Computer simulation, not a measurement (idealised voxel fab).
The following is a process module called voxel wiring stack.
Shown is cross-section cut, with a width of 285 nm and square cells of size 5 nm.
Bands, listed from the top down, are how a cross-section gets written in this document; the cross-section itself is a grid of square cells, and a band is one or more rows of them.
In this notation a band is specified by the heights of its top and bottom, in that order and in nm, after which its materials appear from left to right, each paired with its width in nm. The word "edge to edge" attached to a single material means that material fills the band from edge to edge; the word "blank" stands for empty space.
Where do heights start? At 0: under that level the wafer as delivered is made of one material only. And the lowest band has no floor; it just carries on downward, as in "0 down".
Graded width ("30..40"): value in top row of band = first number; value in bottom row = second number; row-to-row change constant.
"identical to before" after a step means that no cell of the cross-section changed.
"Enclosed void listing" means: voids of 8 cells or more that are shut off from the top with no open way through. Written width x height at distance, distance from the left edge, in nm.
Note: text after step settings on the step line = simulator remark on that step.
overlay nm: mask offset rightward from planned place, masked step; negative means leftward offset.

[Process steps foreseen in the plan]
1) RECEIVE: material Si
2) CONFORMAL_DEP: material SiO2, thk nm 15
3) CONFORMAL_DEP: material SiCN, thk nm 5
4) DIRECTIONAL_DEP: material SiO2, thk nm 25
5) MASKED_ETCH: tone open, mask id METAL_1, width nm 25, pitch nm 40, etch materials SiO2, depth nm 25, overlay nm 0
6) MASKED_ETCH: tone open, mask id METAL_1, width nm 25, pitch nm 40, etch materials SiCN, depth nm 5, overlay nm 0
7) CONFORMAL_DEP: material TiN, thk nm 5
8) FILL_DEP: material Ru, thk nm 10
9) CMP: height nm 45
10) EPI: material Ru, thk nm 5
11) FILL_DEP: material SiCN, thk nm 5
12) DIRECTIONAL_DEP: material lowk, thk nm 35
13) MASKED_ETCH: tone open, mask id METAL_2, width nm 25, pitch nm 40, etch materials lowk, depth nm 20, overlay nm 0
14) MASKED_ETCH: tone open, mask id METAL_2_HOLES, width nm 15, pitch nm 80, etch materials lowk, depth nm 15, overlay nm 0
15) MASKED_ETCH: tone open, mask id METAL_2_HOLES, width nm 15, pitch nm 80, etch materials SiCN, depth nm 5, overlay nm 0
16) CONFORMAL_DEP: material TiN, thk nm 5
17) FILL_DEP: material Cu, thk nm 5
18) CMP: height nm 90
19) CONFORMAL_DEP: material SiCN, thk nm 5
20) DIRECTIONAL_DEP: material SiO2, thk nm 10
21) DIRECTIONAL_DEP: material aC, thk nm 15
22) PATTERN: tone open, mask id PLUG_2, material resist, width nm 15, pitch nm 40, thk nm 35, overlay nm 0
23) DIRECTIONAL_ETCH: etch materials aC, depth nm 15
24) STRIP: etch materials resist
25) DIRECTIONAL_ETCH: etch materials SiO2, depth nm 10
26) DIRECTIONAL_ETCH: etch materials SiCN, depth nm 5
27) STRIP: etch materials aC
28) EPI: material Ru, thk nm 10
29) EPI: material Ru, thk nm 5
30) CONFORMAL_DEP: material SiN, thk nm 5
31) DIRECTIONAL_DEP: material lowk, thk nm 20
32) DIRECTIONAL_DEP: material aC, thk nm 10
33) PATTERN: tone open, mask id METAL_3, material resist, width nm 25, pitch nm 40, thk nm 30, overlay nm 0
34) DIRECTIONAL_ETCH: etch materials aC, depth nm 10
35) STRIP: etch materials resist
36) DIRECTIONAL_ETCH: etch materials lowk, depth nm 20
37) DIRECTIONAL_ETCH: etch materials SiN, depth nm 5
38) STRIP: etch materials aC
39) CONFORMAL_DEP: material TiN, thk nm 5
40) FILL_DEP: material W, thk nm 10
41) CMP: height nm 130
42) CONFORMAL_DEP: material SiCN, thk nm 5
43) DIRECTIONAL_DEP: material lowk, thk nm 15
44) DIRECTIONAL_DEP: material aC, thk nm 15
45) PATTERN: tone open, mask id PLUG_3, material resist, width nm 15, pitch nm 80, thk nm 35, overlay nm 0
46) DIRECTIONAL_ETCH: etch materials aC, depth nm 15
47) STRIP: etch materials resist
48) DIRECTIONAL_ETCH: etch materials lowk, depth nm 15
49) DIRECTIONAL_ETCH: etch materials SiCN, depth nm 5
50) STRIP: etch materials aC
51) EPI: material Ru, thk nm 10
52) EPI: material Ru, thk nm 10
53) DIRECTIONAL_DEP: material TiN, thk nm 5
54) DIRECTIONAL_DEP: material Ru, thk nm 15
55) MASKED_ETCH: tone cover, mask id METAL_4, width nm 25, pitch nm 40, etch materials Ru, depth nm 15, overlay nm 0
56) MASKED_ETCH: tone cover, mask id METAL_4, width nm 25, pitch nm 40, etch materials TiN, depth nm 5, overlay nm 0
57) CONFORMAL_DEP: material SiCN, thk nm 5
58) FILL_DEP: material lowk, thk nm 10
59) CMP: height nm 170
60) CONFORMAL_DEP: material SiCN, thk nm 5

[as received, after step 1]
	0 down = Si edge to edge
	Enclosed void listing: none

[Run as planned - first of the two wafers cross-sectioned at the end of the module]
	175 to 170 = SiCN edge to edge
	170 to 155 = lowk (65)  SiCN (5)  Ru (25)  SiCN (5)  lowk (5)  SiCN (5)  Ru (25)  SiCN (5)  lowk (5)  SiCN (5)  Ru (25)  SiCN (5)  lowk (5)  SiCN (5)  Ru (25)  SiCN (5)  lowk (65)
	155 to 150 = SiCN (70)  TiN (25)  SiCN (15)  TiN (25)  SiCN (15)  TiN (25)  SiCN (15)  TiN (25)  SiCN (70)
	150 to 135 = lowk (70)  Ru (15)  lowk (65)  Ru (15)  lowk (120)
	135 to 130 = SiCN (70)  Ru (15)  SiCN (65)  Ru (15)  SiCN (120)
	130 to 110 = lowk (70)  TiN (5)  W (15)  TiN (5)  lowk (15)  TiN (5)  W (15)  TiN (5)  lowk (15)  TiN (5)  W (15)  TiN (5)  lowk (15)  TiN (5)  W (15)  TiN (5)  lowk (70)
	110 to 105 = SiN (70)  TiN (25)  SiN (15)  TiN (25)  SiN (15)  TiN (25)  SiN (15)  TiN (25)  SiN (70)
	105 to 95 = SiO2 (70)  Ru (15)  SiO2 (25)  Ru (15)  SiO2 (25)  Ru (15)  SiO2 (25)  Ru (15)  SiO2 (80)
	95 to 90 = SiCN (70)  Ru (15)  SiCN (25)  Ru (15)  SiCN (25)  Ru (15)  SiCN (25)  Ru (15)  SiCN (80)
	90 to 75 = lowk (70)  TiN (5)  Cu (15)  TiN (5)  lowk (15)  TiN (5)  Cu (15)  TiN (5)  lowk (15)  TiN (5)  Cu (15)  TiN (5)  lowk (15)  TiN (5)  Cu (15)  TiN (5)  lowk (70)
	75 to 70 = lowk (70)  TiN (5)  Cu (5)  TiN (15)  lowk (15)  TiN (25)  lowk (15)  TiN (5)  Cu (5)  TiN (15)  lowk (15)  TiN (25)  lowk (70)
	70 to 55 = lowk (70)  TiN (5)  Cu (5)  TiN (5)  lowk (65)  TiN (5)  Cu (5)  TiN (5)  lowk (120)
	55 to 50 = SiCN (70)  TiN (15)  SiCN (65)  TiN (15)  SiCN (120)
	50 to 45 = SiCN (65)  Ru (35)  SiCN (5)  Ru (35)  SiCN (5)  Ru (35)  SiCN (5)  Ru (35)  SiCN (65)
	45 to 20 = SiO2 (70)  TiN (5)  Ru (15)  TiN (5)  SiO2 (15)  TiN (5)  Ru (15)  TiN (5)  SiO2 (15)  TiN (5)  Ru (15)  TiN (5)  SiO2 (15)  TiN (5)  Ru (15)  TiN (5)  SiO2 (70)
	20 to 15 = SiCN (70)  TiN (25)  SiCN (15)  TiN (25)  SiCN (15)  TiN (25)  SiCN (15)  TiN (25)  SiCN (70)
	15 to 0 = SiO2 edge to edge
	0 down = Si edge to edge
	Enclosed void listing: none

[What the second wafer looks like in cross-section once the module is done. Its start and its plan matched the first wafer's exactly; what differed was one mistake in how it was run]
	175 to 170 = SiCN edge to edge
	170 to 155 = lowk (65)  SiCN (5)  Ru (25)  SiCN (5)  lowk (5)  SiCN (5)  Ru (25)  SiCN (5)  lowk (5)  SiCN (5)  Ru (25)  SiCN (5)  lowk (5)  SiCN (5)  Ru (25)  SiCN (5)  lowk (65)
	155 to 150 = SiCN (70)  TiN (25)  SiCN (15)  TiN (25)  SiCN (15)  TiN (25)  SiCN (15)  TiN (25)  SiCN (70)
	150 to 135 = lowk (70)  Ru (15)  lowk (65)  Ru (15)  lowk (120)
	135 to 130 = SiCN (70)  Ru (15)  SiCN (65)  Ru (15)  SiCN (120)
	130 to 110 = lowk (70)  TiN (5)  W (15)  TiN (5)  lowk (15)  TiN (5)  W (15)  TiN (5)  lowk (15)  TiN (5)  W (15)  TiN (5)  lowk (15)  TiN (5)  W (15)  TiN (5)  lowk (70)
	110 to 105 = SiN (70)  TiN (25)  SiN (15)  TiN (25)  SiN (15)  TiN (25)  SiN (15)  TiN (25)  SiN (70)
	105 to 95 = SiO2 (70)  SiN (5)  TiN (5)  SiN (5)  SiO2 (25)  SiN (5)  TiN (5)  SiN (5)  SiO2 (25)  SiN (5)  TiN (5)  SiN (5)  SiO2 (25)  SiN (5)  TiN (5)  SiN (5)  SiO2 (80)
	95 to 90 = SiCN (70)  Ru (15)  SiCN (25)  Ru (15)  SiCN (25)  Ru (15)  SiCN (25)  Ru (15)  SiCN (80)
	90 to 75 = lowk (70)  TiN (5)  Cu (15)  TiN (5)  lowk (15)  TiN (5)  Cu (15)  TiN (5)  lowk (15)  TiN (5)  Cu (15)  TiN (5)  lowk (15)  TiN (5)  Cu (15)  TiN (5)  lowk (70)
	75 to 70 = lowk (70)  TiN (5)  Cu (5)  TiN (15)  lowk (15)  TiN (25)  lowk (15)  TiN (5)  Cu (5)  TiN (15)  lowk (15)  TiN (25)  lowk (70)
	70 to 55 = lowk (70)  TiN (5)  Cu (5)  TiN (5)  lowk (65)  TiN (5)  Cu (5)  TiN (5)  lowk (120)
	55 to 50 = SiCN (70)  TiN (15)  SiCN (65)  TiN (15)  SiCN (120)
	50 to 45 = SiCN (65)  Ru (35)  SiCN (5)  Ru (35)  SiCN (5)  Ru (35)  SiCN (5)  Ru (35)  SiCN (65)
	45 to 20 = SiO2 (70)  TiN (5)  Ru (15)  TiN (5)  SiO2 (15)  TiN (5)  Ru (15)  TiN (5)  SiO2 (15)  TiN (5)  Ru (15)  TiN (5)  SiO2 (15)  TiN (5)  Ru (15)  TiN (5)  SiO2 (70)
	20 to 15 = SiCN (70)  TiN (25)  SiCN (15)  TiN (25)  SiCN (15)  TiN (25)  SiCN (15)  TiN (25)  SiCN (70)
	15 to 0 = SiO2 edge to edge
	0 down = Si edge to edge
	Enclosed void listing: none
Nonconformance to the process plan: step 28 of the plan did not run at all; it was left out
Per the end-of-run cell counts, the second wafer holds more or fewer of some materials than the first: Ru -24, SiN +16, TiN +8
